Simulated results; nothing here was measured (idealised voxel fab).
Process module under the name voxel wiring stack
The cross-section on display is named cut; it measures 255 nm wide, and its cells are 5 nm squares.
Cross-section = grid of square cells, listed top down in bands; band = one or more rows.
For a band, the entry starts with two heights in nm, that of the top and then that of the bottom, and carries on with the band's materials in order from left to right, each alongside its width in nm; the word "everywhere" beside a single material means it fills the band edge to edge, and "empty" means empty space.
Heights from 0 (as-received wafer is one material below). Bottom band endless downward, as "0 and below".
Width: "30..40" (first number = top row, second number = bottom row, same change from row to row of cells).
"nothing altered" means the step left every cell of the cross-section as it was.
"Encapsulated voids": sealed empty spaces, 8 cells or more, no open way to top, listed width x height at distance, with distance from the left edge and width, height and distance in nm.
It should be noted that, on the line of a given step, the content following the step's settings is a remark produced by the simulator itself with respect to that step.
overlay nm: right-of-plan distance of the mask on a masked step; negative values mean left-of-plan.
**Steps in the process plan**
- 1: op RECEIVE | material Si
- 2: op CONFORMAL_DEP | material SiO2 | thk nm 10
- 3: op DIRECTIONAL_DEP | material TiN | thk nm 5
- 4: op DIRECTIONAL_DEP | material Ru | thk nm 25
- 5: op PATTERN | tone cover | mask id METAL_1 | material resist | width nm 25 | pitch nm 45 | thk nm 20 | overlay nm 0
- 6: op DIRECTIONAL_ETCH | etch materials Ru | depth nm 25
- 7: op DIRECTIONAL_ETCH | etch materials TiN | depth nm 5
- 8: op STRIP | etch materials resist
- 9: op CONFORMAL_DEP | material SiN | thk nm 5
- 10: op FILL_DEP | material lowk | thk nm 5
- 11: op CMP | height nm 40
- 12: op CONFORMAL_DEP | material SiCN | thk nm 5
- 13: op DIRECTIONAL_DEP | material lowk | thk nm 25
- 14: op PATTERN | tone open | mask id METAL_2 | material resist | width nm 25 | pitch nm 45 | thk nm 20 | overlay nm 0
- 15: op DIRECTIONAL_ETCH | etch materials lowk | depth nm 15
- 16: op STRIP | etch materials resist
- 17: op PATTERN | tone open | mask id METAL_2_HOLES | material resist | width nm 15 | pitch nm 45 | thk nm 20 | overlay nm 0
- 18: op DIRECTIONAL_ETCH | etch materials lowk | depth nm 10
- 19: op DIRECTIONAL_ETCH | etch materials SiCN | depth nm 5
- 20: op STRIP | etch materials resist
- 21: op CONFORMAL_DEP | material TiN | thk nm 5
- 22: op FILL_DEP | material Cu | thk nm 5
- 23: op CMP | height nm 70
- 24: op CONFORMAL_DEP | material SiN | thk nm 5
**Incoming wafer, cross-sectional view, post step 1**
> 0 and below  Si everywhere
> Encapsulated voids: none
**The cross-section shown corresponds to the wafer at the conclusion of the module. The initial structure and the process plan are those presented above; however, one mistake occurred in executing the plan**
> 75 down to 70  SiN everywhere
> 70 down to 65  Cu everywhere
> 65 down to 60  50 of TiN / 15 of Cu / 30 of TiN / 15 of Cu / 30 of TiN / 15 of Cu / 30 of TiN / 15 of Cu / 55 of TiN
> 60 down to 55  45 of lowk / 25 of TiN / 20 of lowk / 25 of TiN / 20 of lowk / 25 of TiN / 20 of lowk / 25 of TiN / 50 of lowk
> 55 down to 45  60 of lowk / 10 of TiN / 35 of lowk / 10 of TiN / 35 of lowk / 10 of TiN / 35 of lowk / 10 of TiN / 50 of lowk
> 45 down to 40  60 of SiCN / 10 of TiN / 35 of SiCN / 10 of TiN / 35 of SiCN / 10 of TiN / 35 of SiCN / 10 of TiN / 50 of SiCN
> 40 down to 15  40 of lowk / 5 of SiN / 25 of Ru / 5 of SiN / 10 of lowk / 5 of SiN / 25 of Ru / 5 of SiN / 10 of lowk / 5 of SiN / 25 of Ru / 5 of SiN / 10 of lowk / 5 of SiN / 25 of Ru / 5 of SiN / 45 of lowk
> 15 down to 10  45 of SiN / 25 of TiN / 20 of SiN / 25 of TiN / 20 of SiN / 25 of TiN / 20 of SiN / 25 of TiN / 50 of SiN
> 10 down to 0  SiO2 everywhere
> 0 and below  Si everywhere
> Encapsulated voids: none
So what did we get wrong on this run? step 17 ran differently from the plan; actual operation with settings: op PATTERN | tone cover | mask id METAL_2_HOLES | material resist | width nm 15 | pitch nm 45 | thk nm 20 | overlay nm 0
